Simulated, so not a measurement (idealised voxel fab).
Documented hereafter: the process module known as voxel capacitor over wiring.
Section shown: cut. Width: 285 nm. Cell size: 5 nm, square.
We lay out every cross-section as a grid of square cells and spell it out in bands from the top down, where one band means one or more rows of cells. A band entry consists of two parts. The first gives the height of the band's top and the height of its bottom, in nm. The rest lists the band's materials from left to right, each with its width in nm. A single material labelled with the word "full width" fills the band from edge to edge, and the word "empty" marks empty space. The level at which height equals 0 is the one under which the wafer, as it arrives, is entirely one material. No lower edge exists for the bottom band, which continues downward and is notated as in "0..down". The two numbers in a width such as "30->40" mark its ends across the band: the first belongs to the top row of cells, the second to the bottom row, and from each row to the next the width moves by the same amount. Step note "no modifications" = no cross-section cell changed. For the entry "Closed void list", the listed items are empty spaces with no open way to the top whose size is 8 cells or more; each item follows the pattern width x height at distance, where distance is from the left edge and all three are in nm. That trailing text on a step's line, after the settings, is the simulator's own remark on the step. The line of a step may include "overlay nm". On a step with a mask, this value is how far to the right of its planned place the mask lay. A negative value means the mask lay to the left.
Process steps foreseen in the plan:
1 RECEIVE with material Si
2 CONFORMAL_DEP with material SiO2, thk nm 10
3 DIRECTIONAL_DEP with material TiN, thk nm 5
4 DIRECTIONAL_DEP with material Ru, thk nm 25
5 PATTERN with tone cover, mask id METAL_1, material resist, width nm 20, pitch nm 75, thk nm 20, overlay nm 0
6 DIRECTIONAL_ETCH with etch materials Ru, depth nm 25
7 DIRECTIONAL_ETCH with etch materials TiN, depth nm 5
8 STRIP with etch materials resist
9 CONFORMAL_DEP with material SiN, thk nm 5
10 FILL_DEP with material lowk, thk nm 5
11 CMP with height nm 40
12 CONFORMAL_DEP with material SiCN, thk nm 5
13 DIRECTIONAL_DEP with material SiO2, thk nm 20
14 DIRECTIONAL_DEP with material aC, thk nm 10
15 PATTERN with tone open, mask id PLUG_1, material resist, width nm 15, thk nm 30, overlay nm 0
16 DIRECTIONAL_ETCH with etch materials aC, depth nm 10
17 STRIP with etch materials resist
18 DIRECTIONAL_ETCH with etch materials SiO2, depth nm 20
19 DIRECTIONAL_ETCH with etch materials SiCN, depth nm 5
20 STRIP with etch materials aC
21 EPI with material Ru, thk nm 10
22 EPI with material Ru, thk nm 10
23 EPI with material Ru, thk nm 5
24 DIRECTIONAL_DEP with material TiN, thk nm 10
25 DIRECTIONAL_DEP with material Al2O3, thk nm 5
26 DIRECTIONAL_DEP with material TiN, thk nm 5
27 DIRECTIONAL_DEP with material aC, thk nm 15
28 PATTERN with tone cover, mask id UPPER_PLATE, material resist, width nm 60, thk nm 35, overlay nm 0
29 DIRECTIONAL_ETCH with etch materials aC, depth nm 15
30 STRIP with etch materials resist
31 DIRECTIONAL_ETCH with etch materials TiN, depth nm 5
32 DIRECTIONAL_ETCH with etch materials Al2O3, depth nm 5
33 STRIP with etch materials aC
34 MASKED_ETCH with tone cover, mask id LOWER_PLATE, width nm 70, etch materials TiN, depth nm 10, overlay nm 0
35 FILL_DEP with material SiO2, thk nm 20
36 CMP with height nm 100
37 PATTERN with tone open, mask id PLUG_2, material resist, width nm 15, thk nm 15, overlay nm 0
38 DIRECTIONAL_ETCH with etch materials SiO2, depth nm 15
39 STRIP with etch materials resist
40 CONFORMAL_DEP with material TiN, thk nm 5
41 FILL_DEP with material Cu, thk nm 5
42 CMP with height nm 100
43 CONFORMAL_DEP with material SiN, thk nm 5
Concerning the first of two wafers, which was run in accordance with the plan:
Incoming wafer in cross-section (state: after step 1):
> 0..down: Si full width
> Closed void list: none
Cross-sectional representation of the wafer at the conclusion of step 2:
> 10..0: SiO2 full width
> Beneath the level 0, the cross-section is identical to its previous state.
Cross-sectional representation of the wafer at the conclusion of step 3:
> 15..10: TiN full width
> Beneath the level 10, the cross-section is identical to its previous state.
Cross-sectional representation of the wafer at the conclusion of step 4:
> 40..15: Ru full width
> Beneath the level 15, the cross-section is identical to its previous state.
Cross-sectional representation of the wafer at the conclusion of step 5:
> 60..40: empty 95 | resist 20 | empty 55 | resist 20 | empty 95
> Beneath the level 40, the cross-section is identical to its previous state.
Cross-sectional representation of the wafer at the conclusion of step 6:
> 60..40: empty 95 | resist 20 | empty 55 | resist 20 | empty 95
> 40..15: empty 95 | Ru 20 | empty 55 | Ru 20 | empty 95
> Beneath the level 15, the cross-section is identical to its previous state.
Cross-sectional representation of the wafer at the conclusion of step 7:
> 60..40: empty 95 | resist 20 | empty 55 | resist 20 | empty 95
> 40..15: empty 95 | Ru 20 | empty 55 | Ru 20 | empty 95
> 15..10: empty 95 | TiN 20 | empty 55 | TiN 20 | empty 95
> Beneath the level 10, the cross-section is identical to its previous state.
Cross-sectional representation of the wafer at the conclusion of step 8:
> 40..15: empty 95 | Ru 20 | empty 55 | Ru 20 | empty 95
> Beneath the level 15, the cross-section is identical to its previous state.
Cross-sectional representation of the wafer at the conclusion of step 9:
> 45..40: empty 90 | SiN 30 | empty 45 | SiN 30 | empty 90
> 40..15: empty 90 | SiN 5 | Ru 20 | SiN 5 | empty 45 | SiN 5 | Ru 20 | SiN 5 | empty 90
> 15..10: SiN 95 | TiN 20 | SiN 55 | TiN 20 | SiN 95
> Beneath the level 10, the cross-section is identical to its previous state.
Cross-sectional representation of the wafer at the conclusion of step 10:
> 50..45: lowk full width
> 45..40: lowk 90 | SiN 30 | lowk 45 | SiN 30 | lowk 90
> 40..15: lowk 90 | SiN 5 | Ru 20 | SiN 5 | lowk 45 | SiN 5 | Ru 20 | SiN 5 | lowk 90
> Beneath the level 15, the cross-section is identical to its previous state.
Cross-sectional representation of the wafer at the conclusion of step 11:
> 40..15: lowk 90 | SiN 5 | Ru 20 | SiN 5 | lowk 45 | SiN 5 | Ru 20 | SiN 5 | lowk 90
> Beneath the level 15, the cross-section is identical to its previous state.
Cross-sectional representation of the wafer at the conclusion of step 12:
> 45..40: SiCN full width
> Beneath the level 40, the cross-section is identical to its previous state.
Cross-sectional representation of the wafer at the conclusion of step 13:
> 65..45: SiO2 full width
> Beneath the level 45, the cross-section is identical to its previous state.
Cross-sectional representation of the wafer at the conclusion of step 14:
> 75..65: aC full width
> Beneath the level 65, the cross-section is identical to its previous state.
Cross-sectional representation of the wafer at the conclusion of step 15:
> 105..75: resist 100 | empty 15 | resist 170
> Beneath the level 75, the cross-section is identical to its previous state.
Cross-sectional representation of the wafer at the conclusion of step 16:
> 95..75: resist 100 | empty 15 | resist 170
> 75..65: aC 100 | empty 15 | aC 170
> Beneath the level 65, the cross-section is identical to its previous state.
Cross-sectional representation of the wafer at the conclusion of step 17:
> 75..65: aC 100 | empty 15 | aC 170
> Beneath the level 65, the cross-section is identical to its previous state.
Cross-sectional representation of the wafer at the conclusion of step 18:
> 75..65: aC 100 | empty 15 | aC 170
> 65..45: SiO2 100 | empty 15 | SiO2 170
> Beneath the level 45, the cross-section is identical to its previous state.
Cross-sectional representation of the wafer at the conclusion of step 19:
> 75..65: aC 100 | empty 15 | aC 170
> 65..45: SiO2 100 | empty 15 | SiO2 170
> 45..40: SiCN 100 | empty 15 | SiCN 170
> Beneath the level 40, the cross-section is identical to its previous state.
Cross-sectional representation of the wafer at the conclusion of step 20:
> 65..45: SiO2 100 | empty 15 | SiO2 170
> Beneath the level 45, the cross-section is identical to its previous state.
Cross-sectional representation of the wafer at the conclusion of step 21:
> 65..50: SiO2 100 | empty 15 | SiO2 170
> 50..45: SiO2 100 | Ru 15 | SiO2 170
> 45..40: SiCN 100 | Ru 15 | SiCN 170
> Beneath the level 40, the cross-section is identical to its previous state.
Cross-sectional representation of the wafer at the conclusion of step 22:
> 65..60: SiO2 100 | empty 15 | SiO2 170
> 60..45: SiO2 100 | Ru 15 | SiO2 170
> Beneath the level 45, the cross-section is identical to its previous state.
Cross-sectional representation of the wafer at the conclusion of step 23:
> 65..45: SiO2 100 | Ru 15 | SiO2 170
> Beneath the level 45, the cross-section is identical to its previous state.
Cross-sectional representation of the wafer at the conclusion of step 24:
> 75..65: TiN full width
> Beneath the level 65, the cross-section is identical to its previous state.
Cross-sectional representation of the wafer at the conclusion of step 25:
> 80..75: Al2O3 full width
> Beneath the level 75, the cross-section is identical to its previous state.
Cross-sectional representation of the wafer at the conclusion of step 26:
> 85..80: TiN full width
> Beneath the level 80, the cross-section is identical to its previous state.
Cross-sectional representation of the wafer at the conclusion of step 27:
> 100..85: aC full width
> Beneath the level 85, the cross-section is identical to its previous state.
Cross-sectional representation of the wafer at the conclusion of step 28:
> 135..100: empty 100 | resist 60 | empty 125
> Beneath the level 100, the cross-section is identical to its previous state.
Cross-sectional representation of the wafer at the conclusion of step 29:
> 120..100: empty 100 | resist 60 | empty 125
> 100..85: empty 100 | aC 60 | empty 125
> Beneath the level 85, the cross-section is identical to its previous state.
Cross-sectional representation of the wafer at the conclusion of step 30:
> 100..85: empty 100 | aC 60 | empty 125
> Beneath the level 85, the cross-section is identical to its previous state.
Cross-sectional representation of the wafer at the conclusion of step 31:
> 100..85: empty 100 | aC 60 | empty 125
> 85..80: empty 100 | TiN 60 | empty 125
> Beneath the level 80, the cross-section is identical to its previous state.
Cross-sectional representation of the wafer at the conclusion of step 32:
> 100..85: empty 100 | aC 60 | empty 125
> 85..80: empty 100 | TiN 60 | empty 125
> 80..75: empty 100 | Al2O3 60 | empty 125
> Beneath the level 75, the cross-section is identical to its previous state.
Cross-sectional representation of the wafer at the conclusion of step 33:
> 85..80: empty 100 | TiN 60 | empty 125
> Beneath the level 80, the cross-section is identical to its previous state.
Cross-sectional representation of the wafer at the conclusion of step 34:
> 85..80: empty 100 | TiN 60 | empty 125
> 80..75: empty 100 | Al2O3 60 | empty 125
> 75..65: empty 95 | TiN 70 | empty 120
> Beneath the level 65, the cross-section is identical to its previous state.
Cross-sectional representation of the wafer at the conclusion of step 35:
> 105..85: SiO2 full width
> 85..80: SiO2 100 | TiN 60 | SiO2 125
> 80..75: SiO2 100 | Al2O3 60 | SiO2 125
> 75..65: SiO2 95 | TiN 70 | SiO2 120
> Beneath the level 65, the cross-section is identical to its previous state.
Cross-sectional representation of the wafer at the conclusion of step 36:
> 100..85: SiO2 full width
> Beneath the level 85, the cross-section is identical to its previous state.
Cross-sectional representation of the wafer at the conclusion of step 37:
> 115..100: resist 110 | empty 15 | resist 160
> Beneath the level 100, the cross-section is identical to its previous state.
Cross-sectional representation of the wafer at the conclusion of step 38:
> 115..100: resist 110 | empty 15 | resist 160
> 100..85: SiO2 110 | empty 15 | SiO2 160
> Beneath the level 85, the cross-section is identical to its previous state.
Cross-sectional representation of the wafer at the conclusion of step 39:
> 100..85: SiO2 110 | empty 15 | SiO2 160
> Beneath the level 85, the cross-section is identical to its previous state.
Cross-sectional representation of the wafer at the conclusion of step 40:
> 105..100: TiN 115 | empty 5 | TiN 165
> 100..90: SiO2 110 | TiN 5 | empty 5 | TiN 5 | SiO2 160
> 90..80: SiO2 110->100 | TiN 15->60 | SiO2 160->125
> Beneath the level 80, the cross-section is identical to its previous state.
Cross-sectional representation of the wafer at the conclusion of step 41:
> 110..105: Cu full width
> 105..100: TiN 115 | Cu 5 | TiN 165
> 100..90: SiO2 110 | TiN 5 | Cu 5 | TiN 5 | SiO2 160
> Beneath the level 90, the cross-section is identical to its previous state.
Cross-sectional representation of the wafer at the conclusion of step 42:
> 100..90: SiO2 110 | TiN 5 | Cu 5 | TiN 5 | SiO2 160
> Beneath the level 90, the cross-section is identical to its previous state.
Cross-sectional representation of the wafer at the conclusion of step 43:
> 105..100: SiN full width
> Beneath the level 100, the cross-section is identical to its previous state.
Second wafer. Start and plan as for the first. One mistake made in running. Agrees with the first up to and including step 20:
when step 22 should have ended:
> 65..50: SiO2 100 | empty 15 | SiO2 170
> 50..45: SiO2 100 | Ru 15 | SiO2 170
> 45..40: SiCN 100 | Ru 15 | SiCN 170
> Beneath the level 40, the cross-section is identical to its previous state.
when step 23 should have ended:
> 65..55: SiO2 100 | empty 15 | SiO2 170
> 55..45: SiO2 100 | Ru 15 | SiO2 170
> Beneath the level 45, the cross-section is identical to its previous state.
when step 24 should have ended:
> 75..65: TiN 100 | empty 15 | TiN 170
> 65..55: SiO2 100 | TiN 15 | SiO2 170
> Beneath the level 55, the cross-section is identical to its previous state.
when step 25 should have ended:
> 80..75: Al2O3 100 | empty 15 | Al2O3 170
> 75..70: TiN 100 | empty 15 | TiN 170
> 70..65: TiN 100 | Al2O3 15 | TiN 170
> Beneath the level 65, the cross-section is identical to its previous state.
when step 26 should have ended:
> 85..80: TiN 100 | empty 15 | TiN 170
> 80..75: Al2O3 100 | empty 15 | Al2O3 170
> 75..70: TiN full width
> Beneath the level 70, the cross-section is identical to its previous state.
when step 27 should have ended:
> 100..90: aC 100 | empty 15 | aC 170
> 90..85: aC full width
> 85..80: TiN 100 | aC 15 | TiN 170
> 80..75: Al2O3 100 | aC 15 | Al2O3 170
> Beneath the level 75, the cross-section is identical to its previous state.
when step 28 should have ended:
> 135..100: empty 100 | resist 60 | empty 125
> 100..90: aC 100 | resist 15 | aC 170
> Beneath the level 90, the cross-section is identical to its previous state.
when step 29 should have ended:
> 120..100: empty 100 | resist 60 | empty 125
> 100..90: empty 100 | resist 15 | aC 45 | empty 125
> 90..85: empty 100 | aC 60 | empty 125
> Beneath the level 85, the cross-section is identical to its previous state.
when step 30 should have ended:
> 100..90: empty 115 | aC 45 | empty 125
> Beneath the level 90, the cross-section is identical to its previous state.
when step 31 should have ended:
> 100..90: empty 115 | aC 45 | empty 125
> 90..85: empty 100 | aC 60 | empty 125
> 85..80: empty 100 | aC 15 | TiN 45 | empty 125
> Beneath the level 80, the cross-section is identical to its previous state.
when step 32 should have ended:
> 100..90: empty 115 | aC 45 | empty 125
> 90..85: empty 100 | aC 60 | empty 125
> 85..80: empty 100 | aC 15 | TiN 45 | empty 125
> 80..75: empty 100 | aC 15 | Al2O3 45 | empty 125
> Beneath the level 75, the cross-section is identical to its previous state.
when step 33 should have ended:
> 85..80: empty 115 | TiN 45 | empty 125
> 80..75: empty 115 | Al2O3 45 | empty 125
> Beneath the level 75, the cross-section is identical to its previous state.
when step 34 should have ended:
> 85..80: empty 115 | TiN 45 | empty 125
> 80..75: empty 115 | Al2O3 45 | empty 125
> 75..70: empty 95 | TiN 70 | empty 120
> 70..65: empty 95 | TiN 5 | Al2O3 15 | TiN 50 | empty 120
> Beneath the level 65, the cross-section is identical to its previous state.
when step 35 should have ended:
> 105..85: SiO2 full width
> 85..80: SiO2 115 | TiN 45 | SiO2 125
> 80..75: SiO2 115 | Al2O3 45 | SiO2 125
> 75..70: SiO2 95 | TiN 70 | SiO2 120
> 70..65: SiO2 95 | TiN 5 | Al2O3 15 | TiN 50 | SiO2 120
> Beneath the level 65, the cross-section is identical to its previous state.
when step 36 should have ended:
> 100..85: SiO2 full width
> Beneath the level 85, the cross-section is identical to its previous state.
when step 37 should have ended:
> 115..100: resist 110 | empty 15 | resist 160
> Beneath the level 100, the cross-section is identical to its previous state.
when step 38 should have ended:
> 115..100: resist 110 | empty 15 | resist 160
> 100..85: SiO2 110 | empty 15 | SiO2 160
> Beneath the level 85, the cross-section is identical to its previous state.
when step 39 should have ended:
> 100..85: SiO2 110 | empty 15 | SiO2 160
> Beneath the level 85, the cross-section is identical to its previous state.
when step 40 should have ended:
> 105..100: TiN 115 | empty 5 | TiN 165
> 100..90: SiO2 110 | TiN 5 | empty 5 | TiN 5 | SiO2 160
> 90..80: SiO2 110->115 | TiN 15->45 | SiO2 160->125
> Beneath the level 80, the cross-section is identical to its previous state.
when step 41 should have ended:
> 110..105: Cu full width
> 105..100: TiN 115 | Cu 5 | TiN 165
> 100..90: SiO2 110 | TiN 5 | Cu 5 | TiN 5 | SiO2 160
> Beneath the level 90, the cross-section is identical to its previous state.
when step 42 should have ended:
> 100..90: SiO2 110 | TiN 5 | Cu 5 | TiN 5 | SiO2 160
> Beneath the level 90, the cross-section is identical to its previous state.
when step 43 should have ended:
> 105..100: SiN full width
> Beneath the level 100, the cross-section is identical to its previous state.
Diagnosis: one of the like steps 21 and 22 was not carried out, but which of them is unknowable
End of process, cell counts, second wafer against first, materials with more or fewer: 6 fewer of Ru | 6 more of SiO2
